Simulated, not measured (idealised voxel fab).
process module | voxel fin reveal
cross-section cut | 290 nm wide | cells 5 nm
A cross-section is a grid of square cells, given in bands from the top down. A band is one or more rows of cells.
Each band's line starts with the height of the band's top and of its bottom, in nm. Then come its materials from left to right, each with its width in nm. One material with "throughout" fills the band from edge to edge. "air" is empty space.
Height 0 is the level under which the wafer as received is all one material. The lowest band goes on downwards, as in "0 down".
A width such as "30 to 40" changes by the same amount from each row of cells to the next, from the band's top row to its bottom row.
"no change" after a step means that no cell of the cross-section changed.
closed voids: empty space of 8 cells or more with no open way to the top, each as width x height at its distance from the left edge, in nm
after a step's settings: what the simulator itself notes on the step
overlay nm, on a step with a mask: how far to the right of its planned place the mask lay; to the left if negative
plan
1 op RECEIVE | material Si
2 op CONFORMAL_DEP | material SiN | thk nm 5
3 op MASKED_ETCH | tone cover | mask id FINS | width nm 15 | pitch nm 45 | etch materials SiN | depth nm 5 | overlay nm 0
4 op MASKED_ETCH | tone cover | mask id FINS | width nm 15 | pitch nm 45 | etch materials Si | depth nm 40 | overlay nm 0
5 op FILL_DEP | material SiO2 | thk nm 10
6 op CMP | height nm 5
7 op SELECTIVE_ETCH | etch materials SiO2 | depth nm 20
8 op STRIP | etch materials SiN
9 op CONFORMAL_DEP | material HfO2 | thk nm 5
varied across the wafers: width nm of step 4. The plan shows the first wafer's value. All wafers start alike
first wafer as received, after step 1
  0 down: Si throughout
  closed voids: none
each wafer at the end: cells of each material gained (+) or lost (-) since it was received, then its closed voids
width nm 15 | +82 HfO2 | -368 Si | +230 SiO2 | closed voids: none
width nm 20 | +82 HfO2 | -336 Si | +210 SiO2 | closed voids: none
width nm 25 | +82 HfO2 | -304 Si | +190 SiO2 | closed voids: none
width nm 30 | +82 HfO2 | -272 Si | +170 SiO2 | closed voids: none
